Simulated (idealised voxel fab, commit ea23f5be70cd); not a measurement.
Proc. module: voxel capacitor over wiring
Shown is cross-section cut, with a width of 145 nm and square cells of size 5 nm.
Each cross-section below is a grid of square cells, stated as bands in top-down order, with one or more rows of cells making up each band.
Band: top and bottom heights (nm) first, top before bottom; then materials from left to right, widths in nm. "full width" marks a sole material filling the band edge to edge. "empty" denotes empty space.
It should be noted that heights are counted from 0, beneath which the wafer as supplied is of one material throughout, and that the lowest band possesses no lower boundary but continues downward, as written in "0..down".
When a width is written as two numbers, as in "30..40", the first number is the width in the top row of cells of the band and the second is the width in its bottom row, and the width changes by the same amount from each row to the next.
Reading "same as before" for a step: not a cell of the cross-section changed in it.
You'll see "Closed void catalog" listing empty spaces that have no way open to the top, as long as they're 8 cells or more; the notation is width x height at distance, where the distance is from the left edge, and all of it is in nm.
Step line, after settings: the simulator's comment on this step.
On any step carrying a mask, the "overlay nm" setting, if present on the step's line, tells how far right of its planned place the mask lay; negative values point to the left.
So the way this works: pairs, before and after one process step. The after picture only goes down to the lowest band that actually changed, nothing below. Step and its settings are under each pair. And watch out, pairs might come from different runs of this module, same starting wafer though, so a pair only follows on from the one above if its "Prior to processing" entry tells you so.

## Prior to processing
  85..75  SiO2 full width
  75..65  30 SiO2 / 15 TiN / 30 SiO2 / 10 TiN / 60 SiO2
  65..60  30 SiO2 / 15 HfO2 / 30 SiO2 / 10 HfO2 / 60 SiO2
  60..55  25 SiO2 / 20 TiN / 30 SiO2 / 15 TiN / 55 SiO2
  55..45  30 Ru / 15 lowk / 30 TiN / 65 Ru / 5 SiO2
  45..40  30 Ru / 15 lowk / 30 HfO2 / 65 Ru / 5 SiO2
  40..35  30 Ru / 15 SiCN / 30 TiN / 65 Ru / 5 SiO2
  35..20  20 SiO2 / 5 TiN / 15 Ru / 5 TiN / 50 SiO2 / 5 TiN / 15 Ru / 5 TiN / 25 SiO2
  20..15  20 SiN / 25 TiN / 50 SiN / 25 TiN / 25 SiN
  15..0  SiO2 full width
  0..down  Si full width
  Closed void catalog: none

## Post-Step Section View
  85..75  40 SiO2 / 15 empty / 90 SiO2
  Everything under 75 stays put, no change at all.
  Closed void catalog: none
Between before and after, shown above: MASKED_ETCH | tone open | mask id PLUG_2 | width nm 15 | etch materials SiO2 | depth nm 10 | overlay nm 0

Prior to processing: The structure entering this step is exactly what the pair just above shows after its step.

## Post-Step Section View
  90..85  45 TiN / 5 empty / 95 TiN
  85..80  40 SiO2 / 5 TiN / 5 empty / 5 TiN / 90 SiO2
  80..75  40 SiO2 / 15 TiN / 90 SiO2
  Everything under 75 stays put, no change at all.
  Closed void catalog: none
Between before and after, shown above: CONFORMAL_DEP | material TiN | thk nm 5

Prior to processing: The structure entering this step is exactly what the pair just above shows after its step.

## Post-Step Section View
  95..90  W full width
  90..85  45 TiN / 5 W / 95 TiN
  85..80  40 SiO2 / 5 TiN / 5 W / 5 TiN / 90 SiO2
  Everything under 80 stays put, no change at all.
  Closed void catalog: none
Between before and after, shown above: FILL_DEP | material W | thk nm 5

Prior to processing: The structure entering this step is exactly what the pair just above shows after its step.

## Post-Step Section View
  85..80  40 SiO2 / 5 TiN / 5 W / 5 TiN / 90 SiO2
  Everything under 80 stays put, no change at all.
  Closed void catalog: none
Between before and after, shown above: CMP | height nm 85

Prior to processing: The structure entering this step is exactly what the pair just above shows after its step.

## Post-Step Section View
  90..85  SiN full width
  Everything under 85 stays put, no change at all.
  Closed void catalog: none
Between before and after, shown above: CONFORMAL_DEP | material SiN | thk nm 5
